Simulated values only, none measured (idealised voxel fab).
You're looking at the process module voxel wiring stack.
Each square cell in cross-section cut measures 5 nm, and the section as a whole is 170 nm wide.
Notation: cross-section as square-cell grid; stated in bands, top first, going down; one or more cell rows per band. Basically the band line says how high the top is and how high the bottom is, in nm, and then what's in it from left to right, every material with its width in nm. Empty space shows up as "air", and if a single material carries "all across" it runs the full band edge to edge. Height is counted from the level 0, under which the received wafer is composed throughout of one material. The lowest of the bands is not closed at the bottom but continues downward, in the notation "0 -> down". Per-row width for "30 to 40": begins at first number (top row of band), ends at second number (bottom row), increment between rows held constant. When a step is marked "remains unaltered", none of the cells in the cross-section changed during that step. Entry "Enclosed empty spaces". Content: empty spaces with no open connection to the top, size 8 cells or greater. Each: width x height at distance. Distance: from left edge. Unit: nm. Whatever follows a step's settings on its line is a remark the simulator itself makes about that step. On any step carrying a mask, the "overlay nm" setting, if present on the step's line, tells how far right of its planned place the mask lay; negative values point to the left.
The steps planned for the process are as follows
| 1 | RECEIVE with material Si |
| 2 | CONFORMAL_DEP with material SiO2, thk nm 10 |
| 3 | DIRECTIONAL_DEP with material TiN, thk nm 5 |
| 4 | DIRECTIONAL_DEP with material Ru, thk nm 25 |
| 5 | DIRECTIONAL_DEP with material aC, thk nm 10 |
| 6 | PATTERN with tone cover, mask id METAL_1, material resist, width nm 20, pitch nm 35, thk nm 30, overlay nm 0 |
| 7 | DIRECTIONAL_ETCH with etch materials aC, depth nm 10 |
| 8 | STRIP with etch materials resist |
| 9 | DIRECTIONAL_ETCH with etch materials Ru, depth nm 25 |
| 10 | DIRECTIONAL_ETCH with etch materials TiN, depth nm 5 |
| 11 | STRIP with etch materials aC |
| 12 | CONFORMAL_DEP with material SiN, thk nm 5 |
| 13 | FILL_DEP with material lowk, thk nm 10 |
| 14 | CMP with height nm 40 |
| 15 | CONFORMAL_DEP with material SiCN, thk nm 5 |
| 16 | DIRECTIONAL_DEP with material lowk, thk nm 25 |
| 17 | DIRECTIONAL_DEP with material aC, thk nm 15 |
| 18 | PATTERN with tone open, mask id METAL_2, material resist, width nm 20, pitch nm 35, thk nm 30, overlay nm 0 |
| 19 | DIRECTIONAL_ETCH with etch materials aC, depth nm 15 |
| 20 | STRIP with etch materials resist |
| 21 | DIRECTIONAL_ETCH with etch materials lowk, depth nm 15 |
| 22 | STRIP with etch materials aC |
| 23 | DIRECTIONAL_DEP with material aC, thk nm 10 |
| 24 | PATTERN with tone open, mask id METAL_2_HOLES, material resist, width nm 15, pitch nm 35, thk nm 25, overlay nm 0 |
| 25 | DIRECTIONAL_ETCH with etch materials aC, depth nm 10 |
| 26 | STRIP with etch materials resist |
| 27 | DIRECTIONAL_ETCH with etch materials lowk, depth nm 10 |
| 28 | DIRECTIONAL_ETCH with etch materials SiCN, depth nm 5 |
| 29 | STRIP with etch materials aC |
| 30 | CONFORMAL_DEP with material TiN, thk nm 5 |
| 31 | FILL_DEP with material Ru, thk nm 5 |
| 32 | CMP with height nm 70 |
| 33 | CONFORMAL_DEP with material SiCN, thk nm 5 |
First of the two wafers, run per plan
As-received state of the wafer in cross-section, equivalent to post-step 1
0 -> down | Si all across
Enclosed empty spaces: none
Cross-section of the wafer subsequent to step 2
10 -> 0 | SiO2 all across
Heights below 0 show no change.
Cross-section of the wafer subsequent to step 3
15 -> 10 | TiN all across
Heights below 10 show no change.
Cross-section of the wafer subsequent to step 4
40 -> 15 | Ru all across
Heights below 15 show no change.
Cross-section of the wafer subsequent to step 5
50 -> 40 | aC all across
Heights below 40 show no change.
Cross-section of the wafer subsequent to step 6
80 -> 50 | 40 air; 20 resist; 15 air; 20 resist; 15 air; 20 resist; 40 air
Heights below 50 show no change.
Cross-section of the wafer subsequent to step 7
70 -> 50 | 40 air; 20 resist; 15 air; 20 resist; 15 air; 20 resist; 40 air
50 -> 40 | 40 air; 20 aC; 15 air; 20 aC; 15 air; 20 aC; 40 air
Heights below 40 show no change.
Cross-section of the wafer subsequent to step 8
50 -> 40 | 40 air; 20 aC; 15 air; 20 aC; 15 air; 20 aC; 40 air
Heights below 40 show no change.
Cross-section of the wafer subsequent to step 9
50 -> 40 | 40 air; 20 aC; 15 air; 20 aC; 15 air; 20 aC; 40 air
40 -> 15 | 40 air; 20 Ru; 15 air; 20 Ru; 15 air; 20 Ru; 40 air
Heights below 15 show no change.
Cross-section of the wafer subsequent to step 10
50 -> 40 | 40 air; 20 aC; 15 air; 20 aC; 15 air; 20 aC; 40 air
40 -> 15 | 40 air; 20 Ru; 15 air; 20 Ru; 15 air; 20 Ru; 40 air
15 -> 10 | 40 air; 20 TiN; 15 air; 20 TiN; 15 air; 20 TiN; 40 air
Heights below 10 show no change.
Cross-section of the wafer subsequent to step 11
40 -> 15 | 40 air; 20 Ru; 15 air; 20 Ru; 15 air; 20 Ru; 40 air
Heights below 15 show no change.
Cross-section of the wafer subsequent to step 12
45 -> 40 | 35 air; 30 SiN; 5 air; 30 SiN; 5 air; 30 SiN; 35 air
40 -> 15 | 35 air; 5 SiN; 20 Ru; 5 SiN; 5 air; 5 SiN; 20 Ru; 5 SiN; 5 air; 5 SiN; 20 Ru; 5 SiN; 35 air
15 -> 10 | 40 SiN; 20 TiN; 15 SiN; 20 TiN; 15 SiN; 20 TiN; 40 SiN
Heights below 10 show no change.
Cross-section of the wafer subsequent to step 13
55 -> 45 | lowk all across
45 -> 40 | 35 lowk; 30 SiN; 5 lowk; 30 SiN; 5 lowk; 30 SiN; 35 lowk
40 -> 15 | 35 lowk; 5 SiN; 20 Ru; 5 SiN; 5 lowk; 5 SiN; 20 Ru; 5 SiN; 5 lowk; 5 SiN; 20 Ru; 5 SiN; 35 lowk
Heights below 15 show no change.
Cross-section of the wafer subsequent to step 14
40 -> 15 | 35 lowk; 5 SiN; 20 Ru; 5 SiN; 5 lowk; 5 SiN; 20 Ru; 5 SiN; 5 lowk; 5 SiN; 20 Ru; 5 SiN; 35 lowk
Heights below 15 show no change.
Cross-section of the wafer subsequent to step 15
45 -> 40 | SiCN all across
Heights below 40 show no change.
Cross-section of the wafer subsequent to step 16
70 -> 45 | lowk all across
Heights below 45 show no change.
Cross-section of the wafer subsequent to step 17
85 -> 70 | aC all across
Heights below 70 show no change.
Cross-section of the wafer subsequent to step 18
115 -> 85 | 40 resist; 20 air; 15 resist; 20 air; 15 resist; 20 air; 40 resist
Heights below 85 show no change.
Cross-section of the wafer subsequent to step 19
100 -> 85 | 40 resist; 20 air; 15 resist; 20 air; 15 resist; 20 air; 40 resist
85 -> 70 | 40 aC; 20 air; 15 aC; 20 air; 15 aC; 20 air; 40 aC
Heights below 70 show no change.
Cross-section of the wafer subsequent to step 20
85 -> 70 | 40 aC; 20 air; 15 aC; 20 air; 15 aC; 20 air; 40 aC
Heights below 70 show no change.
Cross-section of the wafer subsequent to step 21
85 -> 70 | 40 aC; 20 air; 15 aC; 20 air; 15 aC; 20 air; 40 aC
70 -> 55 | 40 lowk; 20 air; 15 lowk; 20 air; 15 lowk; 20 air; 40 lowk
Heights below 55 show no change.
Cross-section of the wafer subsequent to step 22
70 -> 55 | 40 lowk; 20 air; 15 lowk; 20 air; 15 lowk; 20 air; 40 lowk
Heights below 55 show no change.
Cross-section of the wafer subsequent to step 23
80 -> 70 | 40 aC; 20 air; 15 aC; 20 air; 15 aC; 20 air; 40 aC
70 -> 65 | 40 lowk; 20 air; 15 lowk; 20 air; 15 lowk; 20 air; 40 lowk
65 -> 55 | 40 lowk; 20 aC; 15 lowk; 20 aC; 15 lowk; 20 aC; 40 lowk
Heights below 55 show no change.
Cross-section of the wafer subsequent to step 24
105 -> 80 | 40 resist; 15 air; 20 resist; 15 air; 20 resist; 15 air; 45 resist
80 -> 70 | 40 aC; 15 air; 5 resist; 15 aC; 15 air; 5 resist; 15 aC; 15 air; 5 resist; 40 aC
70 -> 65 | 40 lowk; 15 air; 5 resist; 15 lowk; 15 air; 5 resist; 15 lowk; 15 air; 5 resist; 40 lowk
Heights below 65 show no change.
Cross-section of the wafer subsequent to step 25
95 -> 80 | 40 resist; 15 air; 20 resist; 15 air; 20 resist; 15 air; 45 resist
80 -> 70 | 40 aC; 15 air; 5 resist; 15 aC; 15 air; 5 resist; 15 aC; 15 air; 5 resist; 40 aC
70 -> 65 | 40 lowk; 15 air; 5 resist; 15 lowk; 15 air; 5 resist; 15 lowk; 15 air; 5 resist; 40 lowk
65 -> 55 | 40 lowk; 15 air; 5 aC; 15 lowk; 15 air; 5 aC; 15 lowk; 15 air; 5 aC; 40 lowk
Heights below 55 show no change.
Cross-section of the wafer subsequent to step 26
80 -> 70 | 40 aC; 20 air; 15 aC; 20 air; 15 aC; 20 air; 40 aC
70 -> 65 | 40 lowk; 20 air; 15 lowk; 20 air; 15 lowk; 20 air; 40 lowk
Heights below 65 show no change.
Cross-section of the wafer subsequent to step 27
80 -> 70 | 40 aC; 20 air; 15 aC; 20 air; 15 aC; 20 air; 40 aC
70 -> 65 | 40 lowk; 20 air; 15 lowk; 20 air; 15 lowk; 20 air; 40 lowk
65 -> 55 | 40 lowk; 15 air; 5 aC; 15 lowk; 15 air; 5 aC; 15 lowk; 15 air; 5 aC; 40 lowk
55 -> 45 | 40 lowk; 15 air; 20 lowk; 15 air; 20 lowk; 15 air; 45 lowk
Heights below 45 show no change.
Cross-section of the wafer subsequent to step 28
80 -> 70 | 40 aC; 20 air; 15 aC; 20 air; 15 aC; 20 air; 40 aC
70 -> 65 | 40 lowk; 20 air; 15 lowk; 20 air; 15 lowk; 20 air; 40 lowk
65 -> 55 | 40 lowk; 15 air; 5 aC; 15 lowk; 15 air; 5 aC; 15 lowk; 15 air; 5 aC; 40 lowk
55 -> 45 | 40 lowk; 15 air; 20 lowk; 15 air; 20 lowk; 15 air; 45 lowk
45 -> 40 | 40 SiCN; 15 air; 20 SiCN; 15 air; 20 SiCN; 15 air; 45 SiCN
Heights below 40 show no change.
Cross-section of the wafer subsequent to step 29
70 -> 55 | 40 lowk; 20 air; 15 lowk; 20 air; 15 lowk; 20 air; 40 lowk
Heights below 55 show no change.
Cross-section of the wafer subsequent to step 30
75 -> 70 | 45 TiN; 10 air; 25 TiN; 10 air; 25 TiN; 10 air; 45 TiN
70 -> 60 | 40 lowk; 5 TiN; 10 air; 5 TiN; 15 lowk; 5 TiN; 10 air; 5 TiN; 15 lowk; 5 TiN; 10 air; 5 TiN; 40 lowk
60 -> 55 | 40 lowk; 5 TiN; 5 air; 10 TiN; 15 lowk; 5 TiN; 5 air; 10 TiN; 15 lowk; 5 TiN; 5 air; 10 TiN; 40 lowk
55 -> 45 | 40 lowk; 5 TiN; 5 air; 5 TiN; 20 lowk; 5 TiN; 5 air; 5 TiN; 20 lowk; 5 TiN; 5 air; 5 TiN; 45 lowk
45 -> 40 | 40 SiCN; 15 TiN; 20 SiCN; 15 TiN; 20 SiCN; 15 TiN; 45 SiCN
Heights below 40 show no change.
Cross-section of the wafer subsequent to step 31
80 -> 75 | Ru all across
75 -> 70 | 45 TiN; 10 Ru; 25 TiN; 10 Ru; 25 TiN; 10 Ru; 45 TiN
70 -> 60 | 40 lowk; 5 TiN; 10 Ru; 5 TiN; 15 lowk; 5 TiN; 10 Ru; 5 TiN; 15 lowk; 5 TiN; 10 Ru; 5 TiN; 40 lowk
60 -> 55 | 40 lowk; 5 TiN; 5 Ru; 10 TiN; 15 lowk; 5 TiN; 5 Ru; 10 TiN; 15 lowk; 5 TiN; 5 Ru; 10 TiN; 40 lowk
55 -> 45 | 40 lowk; 5 TiN; 5 Ru; 5 TiN; 20 lowk; 5 TiN; 5 Ru; 5 TiN; 20 lowk; 5 TiN; 5 Ru; 5 TiN; 45 lowk
Heights below 45 show no change.
Cross-section of the wafer subsequent to step 32
70 -> 60 | 40 lowk; 5 TiN; 10 Ru; 5 TiN; 15 lowk; 5 TiN; 10 Ru; 5 TiN; 15 lowk; 5 TiN; 10 Ru; 5 TiN; 40 lowk
Heights below 60 show no change.
Cross-section of the wafer subsequent to step 33
75 -> 70 | SiCN all across
Heights below 70 show no change.
Companion wafer, the second of two: same beginning, same intended sequence, one mistake in carrying it out; through step 3 inclusive it tracks the first exactly
Cross-section of the second wafer when, according to plan, step 4 should have finished
35 -> 15 | Ru all across
Heights below 15 show no change.
Cross-section of the second wafer when, according to plan, step 5 should have finished
45 -> 35 | aC all across
Heights below 35 show no change.
Cross-section of the second wafer when, according to plan, step 6 should have finished
75 -> 45 | 40 air; 20 resist; 15 air; 20 resist; 15 air; 20 resist; 40 air
Heights below 45 show no change.
Cross-section of the second wafer when, according to plan, step 7 should have finished
65 -> 45 | 40 air; 20 resist; 15 air; 20 resist; 15 air; 20 resist; 40 air
45 -> 35 | 40 air; 20 aC; 15 air; 20 aC; 15 air; 20 aC; 40 air
Heights below 35 show no change.
Cross-section of the second wafer when, according to plan, step 8 should have finished
45 -> 35 | 40 air; 20 aC; 15 air; 20 aC; 15 air; 20 aC; 40 air
Heights below 35 show no change.
Cross-section of the second wafer when, according to plan, step 9 should have finished
45 -> 35 | 40 air; 20 aC; 15 air; 20 aC; 15 air; 20 aC; 40 air
35 -> 15 | 40 air; 20 Ru; 15 air; 20 Ru; 15 air; 20 Ru; 40 air
Heights below 15 show no change.
Cross-section of the second wafer when, according to plan, step 10 should have finished
45 -> 35 | 40 air; 20 aC; 15 air; 20 aC; 15 air; 20 aC; 40 air
35 -> 15 | 40 air; 20 Ru; 15 air; 20 Ru; 15 air; 20 Ru; 40 air
15 -> 10 | 40 air; 20 TiN; 15 air; 20 TiN; 15 air; 20 TiN; 40 air
Heights below 10 show no change.
Cross-section of the second wafer when, according to plan, step 11 should have finished
35 -> 15 | 40 air; 20 Ru; 15 air; 20 Ru; 15 air; 20 Ru; 40 air
Heights below 15 show no change.
Cross-section of the second wafer when, according to plan, step 12 should have finished
40 -> 35 | 35 air; 30 SiN; 5 air; 30 SiN; 5 air; 30 SiN; 35 air
35 -> 15 | 35 air; 5 SiN; 20 Ru; 5 SiN; 5 air; 5 SiN; 20 Ru; 5 SiN; 5 air; 5 SiN; 20 Ru; 5 SiN; 35 air
15 -> 10 | 40 SiN; 20 TiN; 15 SiN; 20 TiN; 15 SiN; 20 TiN; 40 SiN
Heights below 10 show no change.
Cross-section of the second wafer when, according to plan, step 13 should have finished
50 -> 40 | lowk all across
40 -> 35 | 35 lowk; 30 SiN; 5 lowk; 30 SiN; 5 lowk; 30 SiN; 35 lowk
35 -> 15 | 35 lowk; 5 SiN; 20 Ru; 5 SiN; 5 lowk; 5 SiN; 20 Ru; 5 SiN; 5 lowk; 5 SiN; 20 Ru; 5 SiN; 35 lowk
Heights below 15 show no change.
Cross-section of the second wafer when, according to plan, step 14 should have finished
40 -> 35 | 35 lowk; 30 SiN; 5 lowk; 30 SiN; 5 lowk; 30 SiN; 35 lowk
Heights below 35 show no change.
Cross-section of the second wafer when, according to plan, step 15 should have finished
45 -> 40 | SiCN all across
Heights below 40 show no change.
Cross-section of the second wafer when, according to plan, step 16 should have finished
70 -> 45 | lowk all across
Heights below 45 show no change.
Cross-section of the second wafer when, according to plan, step 17 should have finished
85 -> 70 | aC all across
Heights below 70 show no change.
Cross-section of the second wafer when, according to plan, step 18 should have finished
115 -> 85 | 40 resist; 20 air; 15 resist; 20 air; 15 resist; 20 air; 40 resist
Heights below 85 show no change.
Cross-section of the second wafer when, according to plan, step 19 should have finished
100 -> 85 | 40 resist; 20 air; 15 resist; 20 air; 15 resist; 20 air; 40 resist
85 -> 70 | 40 aC; 20 air; 15 aC; 20 air; 15 aC; 20 air; 40 aC
Heights below 70 show no change.
Cross-section of the second wafer when, according to plan, step 20 should have finished
85 -> 70 | 40 aC; 20 air; 15 aC; 20 air; 15 aC; 20 air; 40 aC
Heights below 70 show no change.
Cross-section of the second wafer when, according to plan, step 21 should have finished
85 -> 70 | 40 aC; 20 air; 15 aC; 20 air; 15 aC; 20 air; 40 aC
70 -> 55 | 40 lowk; 20 air; 15 lowk; 20 air; 15 lowk; 20 air; 40 lowk
Heights below 55 show no change.
Cross-section of the second wafer when, according to plan, step 22 should have finished
70 -> 55 | 40 lowk; 20 air; 15 lowk; 20 air; 15 lowk; 20 air; 40 lowk
Heights below 55 show no change.
Cross-section of the second wafer when, according to plan, step 23 should have finished
80 -> 70 | 40 aC; 20 air; 15 aC; 20 air; 15 aC; 20 air; 40 aC
70 -> 65 | 40 lowk; 20 air; 15 lowk; 20 air; 15 lowk; 20 air; 40 lowk
65 -> 55 | 40 lowk; 20 aC; 15 lowk; 20 aC; 15 lowk; 20 aC; 40 lowk
Heights below 55 show no change.
Cross-section of the second wafer when, according to plan, step 24 should have finished
105 -> 80 | 40 resist; 15 air; 20 resist; 15 air; 20 resist; 15 air; 45 resist
80 -> 70 | 40 aC; 15 air; 5 resist; 15 aC; 15 air; 5 resist; 15 aC; 15 air; 5 resist; 40 aC
70 -> 65 | 40 lowk; 15 air; 5 resist; 15 lowk; 15 air; 5 resist; 15 lowk; 15 air; 5 resist; 40 lowk
Heights below 65 show no change.
Cross-section of the second wafer when, according to plan, step 25 should have finished
95 -> 80 | 40 resist; 15 air; 20 resist; 15 air; 20 resist; 15 air; 45 resist
80 -> 70 | 40 aC; 15 air; 5 resist; 15 aC; 15 air; 5 resist; 15 aC; 15 air; 5 resist; 40 aC
70 -> 65 | 40 lowk; 15 air; 5 resist; 15 lowk; 15 air; 5 resist; 15 lowk; 15 air; 5 resist; 40 lowk
65 -> 55 | 40 lowk; 15 air; 5 aC; 15 lowk; 15 air; 5 aC; 15 lowk; 15 air; 5 aC; 40 lowk
Heights below 55 show no change.
Cross-section of the second wafer when, according to plan, step 26 should have finished
80 -> 70 | 40 aC; 20 air; 15 aC; 20 air; 15 aC; 20 air; 40 aC
70 -> 65 | 40 lowk; 20 air; 15 lowk; 20 air; 15 lowk; 20 air; 40 lowk
Heights below 65 show no change.
Cross-section of the second wafer when, according to plan, step 27 should have finished
80 -> 70 | 40 aC; 20 air; 15 aC; 20 air; 15 aC; 20 air; 40 aC
70 -> 65 | 40 lowk; 20 air; 15 lowk; 20 air; 15 lowk; 20 air; 40 lowk
65 -> 55 | 40 lowk; 15 air; 5 aC; 15 lowk; 15 air; 5 aC; 15 lowk; 15 air; 5 aC; 40 lowk
55 -> 45 | 40 lowk; 15 air; 20 lowk; 15 air; 20 lowk; 15 air; 45 lowk
Heights below 45 show no change.
Cross-section of the second wafer when, according to plan, step 28 should have finished
80 -> 70 | 40 aC; 20 air; 15 aC; 20 air; 15 aC; 20 air; 40 aC
70 -> 65 | 40 lowk; 20 air; 15 lowk; 20 air; 15 lowk; 20 air; 40 lowk
65 -> 55 | 40 lowk; 15 air; 5 aC; 15 lowk; 15 air; 5 aC; 15 lowk; 15 air; 5 aC; 40 lowk
55 -> 45 | 40 lowk; 15 air; 20 lowk; 15 air; 20 lowk; 15 air; 45 lowk
45 -> 40 | 40 SiCN; 15 air; 20 SiCN; 15 air; 20 SiCN; 15 air; 45 SiCN
Heights below 40 show no change.
Cross-section of the second wafer when, according to plan, step 29 should have finished
70 -> 55 | 40 lowk; 20 air; 15 lowk; 20 air; 15 lowk; 20 air; 40 lowk
Heights below 55 show no change.
Cross-section of the second wafer when, according to plan, step 30 should have finished
75 -> 70 | 45 TiN; 10 air; 25 TiN; 10 air; 25 TiN; 10 air; 45 TiN
70 -> 60 | 40 lowk; 5 TiN; 10 air; 5 TiN; 15 lowk; 5 TiN; 10 air; 5 TiN; 15 lowk; 5 TiN; 10 air; 5 TiN; 40 lowk
60 -> 55 | 40 lowk; 5 TiN; 5 air; 10 TiN; 15 lowk; 5 TiN; 5 air; 10 TiN; 15 lowk; 5 TiN; 5 air; 10 TiN; 40 lowk
55 -> 45 | 40 lowk; 5 TiN; 5 air; 5 TiN; 20 lowk; 5 TiN; 5 air; 5 TiN; 20 lowk; 5 TiN; 5 air; 5 TiN; 45 lowk
45 -> 40 | 40 SiCN; 15 TiN; 20 SiCN; 15 TiN; 20 SiCN; 15 TiN; 45 SiCN
Heights below 40 show no change.
Cross-section of the second wafer when, according to plan, step 31 should have finished
80 -> 75 | Ru all across
75 -> 70 | 45 TiN; 10 Ru; 25 TiN; 10 Ru; 25 TiN; 10 Ru; 45 TiN
70 -> 60 | 40 lowk; 5 TiN; 10 Ru; 5 TiN; 15 lowk; 5 TiN; 10 Ru; 5 TiN; 15 lowk; 5 TiN; 10 Ru; 5 TiN; 40 lowk
60 -> 55 | 40 lowk; 5 TiN; 5 Ru; 10 TiN; 15 lowk; 5 TiN; 5 Ru; 10 TiN; 15 lowk; 5 TiN; 5 Ru; 10 TiN; 40 lowk
55 -> 45 | 40 lowk; 5 TiN; 5 Ru; 5 TiN; 20 lowk; 5 TiN; 5 Ru; 5 TiN; 20 lowk; 5 TiN; 5 Ru; 5 TiN; 45 lowk
Heights below 45 show no change.
Cross-section of the second wafer when, according to plan, step 32 should have finished
70 -> 60 | 40 lowk; 5 TiN; 10 Ru; 5 TiN; 15 lowk; 5 TiN; 10 Ru; 5 TiN; 15 lowk; 5 TiN; 10 Ru; 5 TiN; 40 lowk
Heights below 60 show no change.
Cross-section of the second wafer when, according to plan, step 33 should have finished
75 -> 70 | SiCN all across
Heights below 70 show no change.
What was done differently from what was planned? step 4 did not happen as planned, as run it was DIRECTIONAL_DEP with material Ru, thk nm 20
Once processing is complete, comparing cell counts shows that the second wafer has more or fewer of certain materials than the first: Ru: 12 fewer; SiN: 12 more
